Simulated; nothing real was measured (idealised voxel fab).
process module | voxel trench capacitor
cross-section cut | 195 nm wide | cells 5 nm
A cross-section is a grid of square cells, given in bands from the top down. A band is one or more rows of cells.
Each band's line starts with the height of the band's top and of its bottom, in nm. Then come its materials from left to right, each with its width in nm. One material with "throughout" fills the band from edge to edge. "air" is empty space.
Height 0 is the level under which the wafer as received is all one material. The lowest band goes on downwards, as in "0 down".
A width such as "30 to 40" changes by the same amount from each row of cells to the next, from the band's top row to its bottom row.
"no change" after a step means that no cell of the cross-section changed.
closed voids: empty space of 8 cells or more with no open way to the top, each as width x height at its distance from the left edge, in nm
after a step's settings: what the simulator itself notes on the step
overlay nm, on a step with a mask: how far to the right of its planned place the mask lay; to the left if negative
plan
1 op RECEIVE | material Si
2 op CONFORMAL_DEP | material SiN | thk nm 10
3 op PATTERN | tone open | mask id TRENCH | material resist | width nm 25 | pitch nm 45 | thk nm 15 | overlay nm 0
4 op DIRECTIONAL_ETCH | etch materials SiN | depth nm 10
5 op DIRECTIONAL_ETCH | etch materials Si | depth nm 30
6 op STRIP | etch materials resist
7 op CONFORMAL_DEP | material Al2O3 | thk nm 5
8 op CONFORMAL_DEP | material TiN | thk nm 5
9 op FILL_DEP | material W | thk nm 5
10 op CMP | height nm 10
as received, after step 1
  0 down: Si throughout
  closed voids: none
a wafer at the end: this start, this plan, one mistake
  25 to 20: W throughout
  20 to 15: TiN 50 | W 5 | TiN 40 | W 5 | TiN 40 | W 5 | TiN 50
  15 to 10: Al2O3 45 | TiN 5 | W 5 | TiN 5 | Al2O3 30 | TiN 5 | W 5 | TiN 5 | Al2O3 30 | TiN 5 | W 5 | TiN 5 | Al2O3 45
  10 to 0: SiN 40 | Al2O3 5 | TiN 5 | W 5 | TiN 5 | Al2O3 5 | SiN 20 | Al2O3 5 | TiN 5 | W 5 | TiN 5 | Al2O3 5 | SiN 20 | Al2O3 5 | TiN 5 | W 5 | TiN 5 | Al2O3 5 | SiN 40
  0 to -20: Si 40 | Al2O3 5 | TiN 5 | W 5 | TiN 5 | Al2O3 5 | Si 20 | Al2O3 5 | TiN 5 | W 5 | TiN 5 | Al2O3 5 | Si 20 | Al2O3 5 | TiN 5 | W 5 | TiN 5 | Al2O3 5 | Si 40
  -20 to -25: Si 40 | Al2O3 5 | TiN 15 | Al2O3 5 | Si 20 | Al2O3 5 | TiN 15 | Al2O3 5 | Si 20 | Al2O3 5 | TiN 15 | Al2O3 5 | Si 40
  -25 to -30: Si 40 | Al2O3 25 | Si 20 | Al2O3 25 | Si 20 | Al2O3 25 | Si 40
  -30 down: Si throughout
  closed voids: none
what went wrong: step 10 was left out
